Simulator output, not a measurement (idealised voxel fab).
process module | voxel air gaps
cross-section cut | 260 nm wide | cells 5 nm
A cross-section is a grid of square cells, given in bands from the top down. A band is one or more rows of cells.
Each band's line starts with the height of the band's top and of its bottom, in nm. Then come its materials from left to right, each with its width in nm. One material with "throughout" fills the band from edge to edge. "air" is empty space.
Height 0 is the level under which the wafer as received is all one material. The lowest band goes on downwards, as in "0 down".
A width such as "30 to 40" changes by the same amount from each row of cells to the next, from the band's top row to its bottom row.
"no change" after a step means that no cell of the cross-section changed.
closed voids: empty space of 8 cells or more with no open way to the top, each as width x height at its distance from the left edge, in nm
after a step's settings: what the simulator itself notes on the step
overlay nm, on a step with a mask: how far to the right of its planned place the mask lay; to the left if negative
plan
1 op RECEIVE | material Si
2 op CONFORMAL_DEP | material SiO2 | thk nm 10
3 op CONFORMAL_DEP | material SiCN | thk nm 5
4 op DIRECTIONAL_DEP | material lowk | thk nm 35
5 op DIRECTIONAL_DEP | material aC | thk nm 10
6 op PATTERN | tone open | mask id LINES | material resist | width nm 25 | pitch nm 55 | thk nm 30 | overlay nm 0
7 op DIRECTIONAL_ETCH | etch materials aC | depth nm 10
8 op STRIP | etch materials resist
9 op DIRECTIONAL_ETCH | etch materials lowk | depth nm 35
10 op STRIP | etch materials aC
11 op CONFORMAL_DEP | material TiN | thk nm 5
12 op FILL_DEP | material Ru | thk nm 10
13 op CMP | height nm 50
14 op EPI | material Ru | thk nm 10
15 op SELECTIVE_ETCH | etch materials lowk | depth nm 45
16 op CONFORMAL_DEP | material SiCN | thk nm 5
as received, after step 1
  0 down: Si throughout
  closed voids: none
first wafer at the end, as planned
  65 to 60: air 20 | SiCN 220 | air 20
  60 to 50: air 20 | SiCN 5 | Ru 45 | SiCN 10 | Ru 45 | SiCN 10 | Ru 45 | SiCN 10 | Ru 45 | SiCN 5 | air 20
  50 to 45: air 20 | SiCN 15 | TiN 5 | Ru 15 | TiN 5 | SiCN 30 | TiN 5 | Ru 15 | TiN 5 | SiCN 30 | TiN 5 | Ru 15 | TiN 5 | SiCN 30 | TiN 5 | Ru 15 | TiN 5 | SiCN 15 | air 20
  45 to 20: air 30 | SiCN 5 | TiN 5 | Ru 15 | TiN 5 | SiCN 5 | air 20 | SiCN 5 | TiN 5 | Ru 15 | TiN 5 | SiCN 5 | air 20 | SiCN 5 | TiN 5 | Ru 15 | TiN 5 | SiCN 5 | air 20 | SiCN 5 | TiN 5 | Ru 15 | TiN 5 | SiCN 5 | air 30
  20 to 15: SiCN 35 | TiN 25 | SiCN 30 | TiN 25 | SiCN 30 | TiN 25 | SiCN 30 | TiN 25 | SiCN 35
  15 to 10: SiCN throughout
  10 to 0: SiO2 throughout
  0 down: Si throughout
  closed voids: 20 x 25 at 65; 20 x 25 at 120; 20 x 25 at 175
second wafer at the end: like start, like plan, one mistake
  65 to 60: air 15 | SiCN 230 | air 15
  60 to 50: air 15 | SiCN 5 | Ru 220 | SiCN 5 | air 15
  50 to 45: air 15 | SiCN 15 | TiN 5 | Ru 25 | TiN 5 | lowk 20 | TiN 5 | Ru 25 | TiN 5 | lowk 20 | TiN 5 | Ru 25 | TiN 5 | lowk 20 | TiN 5 | Ru 25 | TiN 5 | SiCN 15 | air 15
  45 to 20: air 25 | SiCN 5 | TiN 5 | Ru 25 | TiN 5 | lowk 20 | TiN 5 | Ru 25 | TiN 5 | lowk 20 | TiN 5 | Ru 25 | TiN 5 | lowk 20 | TiN 5 | Ru 25 | TiN 5 | SiCN 5 | air 25
  20 to 15: SiCN 30 | TiN 35 | lowk 20 | TiN 35 | lowk 20 | TiN 35 | lowk 20 | TiN 35 | SiCN 30
  15 to 10: SiCN throughout
  10 to 0: SiO2 throughout
  0 down: Si throughout
  closed voids: none
what went wrong: step 6 ran as: op PATTERN | tone open | mask id LINES | material resist | width nm 35 | pitch nm 55 | thk nm 30 | overlay nm 0
at the end the second wafer has, in cells: 64 more of Ru | 78 fewer of SiCN | 8 more of TiN | 84 more of lowk
closed voids at the end (first wafer, second wafer): 3, 0
